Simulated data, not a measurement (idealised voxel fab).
You're looking at the process module voxel transistor to metal.
Section shown: cut. Width: 300 nm. Cell size: 5 nm, square.
This document writes a cross-section as a grid whose cells are square, and gives it as bands, listed from the top down; one or more rows of cells form a band.
Heads up on the band format: heights come first, top then bottom, in nm. After that it's the materials left to right, each with its width in nm. A single material flagged "all across" fills the whole band edge to edge, and "air" means there's empty space there.
Heights are expressed relative to 0, this being the level below which the as-received wafer comprises one material exclusively. The lowest band is unbounded in the downward direction and is denoted as in "z 0 and below".
Top row gets the first number, bottom row gets the second, and each row in between changes by the same step: that is how a band width like "30..40" works.
You'll sometimes find "no alterations made" written for a step, and that's the way of saying that nowhere in the cross-section did a cell change during that step.
In "Fully enclosed voids" the enclosed voids are listed, meaning empty spaces of 8 cells or larger without any opening to the top. The form is width x height at distance, distance from the left edge, units nm.
Note: text after step settings on the step line = simulator remark on that step.
A step line may carry the setting "overlay nm", which, for steps involving a mask, states the distance by which the mask lay to the right of its intended position; negative values denote displacement to the left.

[This section lists the process steps that were planned]
1. RECEIVE (material Si)
2. CONFORMAL_DEP (material SiO2; thk nm 5)
3. CONFORMAL_DEP (material SiN; thk nm 10)
4. DIRECTIONAL_DEP (material aC; thk nm 15)
5. PATTERN (tone cover; mask id ACTIVE; material resist; width nm 120; pitch nm 140; thk nm 30; overlay nm 0)
6. DIRECTIONAL_ETCH (etch materials aC; depth nm 15)
7. STRIP (etch materials resist)
8. DIRECTIONAL_ETCH (etch materials SiN; depth nm 10)
9. DIRECTIONAL_ETCH (etch materials SiO2; depth nm 5)
10. DIRECTIONAL_ETCH (etch materials Si; depth nm 20)
11. STRIP (etch materials aC)
12. OXIDIZE (depth nm 5)
13. FILL_DEP (material SiO2; thk nm 10)
14. CMP (height nm 15)
15. SELECTIVE_ETCH (etch materials SiO2; depth nm 10)
16. STRIP (etch materials SiN)
17. SELECTIVE_ETCH (etch materials SiO2; depth nm 5)
18. OXIDIZE (depth nm 5)
19. DIRECTIONAL_DEP (material polySi; thk nm 25)
20. DIRECTIONAL_DEP (material SiCN; thk nm 15)
21. PATTERN (tone cover; mask id GATE; material resist; width nm 30; pitch nm 140; thk nm 15; overlay nm 0)
22. DIRECTIONAL_ETCH (etch materials SiCN; depth nm 25)
23. DIRECTIONAL_ETCH (etch materials polySi; depth nm 35)
24. STRIP (etch materials resist)
25. CONFORMAL_DEP (material SiN; thk nm 5)
26. DIRECTIONAL_ETCH (etch materials SiN; depth nm 5)
27. DIRECTIONAL_ETCH (etch materials SiO2; depth nm 5)
28. DIRECTIONAL_ETCH (etch materials Si; depth nm 5)
29. EPI (material nSi; thk nm 10)
30. FILL_DEP (material SiO2; thk nm 10)
31. CMP (height nm 25)
32. STRIP (etch materials polySi)
33. SELECTIVE_ETCH (etch materials SiO2; depth nm 5)
34. CONFORMAL_DEP (material HfO2; thk nm 5)
35. CONFORMAL_DEP (material TiN; thk nm 5)
36. FILL_DEP (material W; thk nm 10)
37. CMP (height nm 20)
38. DIRECTIONAL_DEP (material SiO2; thk nm 10)
39. DIRECTIONAL_DEP (material aC; thk nm 10)
40. PATTERN (tone open; mask id CONTACT; material resist; width nm 20; thk nm 30; overlay nm 0)
41. DIRECTIONAL_ETCH (etch materials aC; depth nm 10)
42. STRIP (etch materials resist)
43. DIRECTIONAL_ETCH (etch materials SiO2; depth nm 30)
44. STRIP (etch materials aC)
45. CONFORMAL_DEP (material TiN; thk nm 5)
46. FILL_DEP (material W; thk nm 10)
47. CMP (height nm 30)
48. CONFORMAL_DEP (material SiN; thk nm 5)
49. DIRECTIONAL_DEP (material SiO2; thk nm 15)
50. PATTERN (tone open; mask id METAL_1; material resist; width nm 20; thk nm 15; overlay nm 0)
51. DIRECTIONAL_ETCH (etch materials SiO2; depth nm 5)
52. DIRECTIONAL_ETCH (etch materials SiN; depth nm 5)
53. STRIP (etch materials resist)
54. CONFORMAL_DEP (material TiN; thk nm 5)
55. FILL_DEP (material Ru; thk nm 5)
56. CMP (height nm 50)
57. EPI (material Ru; thk nm 5)
58. FILL_DEP (material SiCN; thk nm 5)
59. DIRECTIONAL_DEP (material SiO2; thk nm 30)
60. DIRECTIONAL_DEP (material aC; thk nm 10)
61. PATTERN (tone open; mask id METAL_2; material resist; width nm 20; pitch nm 140; thk nm 30; overlay nm 0)
62. DIRECTIONAL_ETCH (etch materials aC; depth nm 10)
63. STRIP (etch materials resist)
64. DIRECTIONAL_ETCH (etch materials SiO2; depth nm 15)
65. STRIP (etch materials aC)
66. MASKED_ETCH (tone open; mask id METAL_2_HOLES; width nm 15; pitch nm 140; etch materials SiO2; depth nm 15; overlay nm 0)
67. MASKED_ETCH (tone open; mask id METAL_2_HOLES; width nm 15; pitch nm 140; etch materials SiCN; depth nm 5; overlay nm 0)
68. CONFORMAL_DEP (material TiN; thk nm 5)
69. FILL_DEP (material Cu; thk nm 5)
70. CMP (height nm 90)
71. CONFORMAL_DEP (material SiN; thk nm 5)
Keep in mind the plan's value for the depth nm of step 51 comes from the first wafer; the wafers don't share that setting, but they do share the same starting point.

[The first of several wafers in cross-section, exactly as it reached us after step 1]
	z 0 and below = Si all across
	Fully enclosed voids: none

[Tabulated below, wafer by wafer, are the end-of-module results: for each material, the number of cells gained (+) or lost (-) relative to the as-received state, followed by the closed voids]
depth nm 5 | +16 Cu | +32 HfO2 | +24 Ru | -152 Si | +90 SiCN | +136 SiN | +750 SiO2 | +124 TiN | +52 W | +68 nSi | Fully enclosed voids: none
depth nm 10 | +16 Cu | +32 HfO2 | +32 Ru | -152 Si | +90 SiCN | +136 SiN | +734 SiO2 | +132 TiN | +52 W | +68 nSi | Fully enclosed voids: none
depth nm 15 | +16 Cu | +32 HfO2 | +48 Ru | -152 Si | +90 SiCN | +120 SiN | +718 SiO2 | +148 TiN | +52 W | +68 nSi | Fully enclosed voids: none
depth nm 20 | +16 Cu | +32 HfO2 | +48 Ru | -152 Si | +90 SiCN | +120 SiN | +718 SiO2 | +148 TiN | +52 W | +68 nSi | Fully enclosed voids: none
depth nm 25 | +16 Cu | +32 HfO2 | +48 Ru | -152 Si | +90 SiCN | +120 SiN | +718 SiO2 | +148 TiN | +52 W | +68 nSi | Fully enclosed voids: none
depth nm 30 | +16 Cu | +32 HfO2 | +48 Ru | -152 Si | +90 SiCN | +120 SiN | +718 SiO2 | +148 TiN | +52 W | +68 nSi | Fully enclosed voids: none
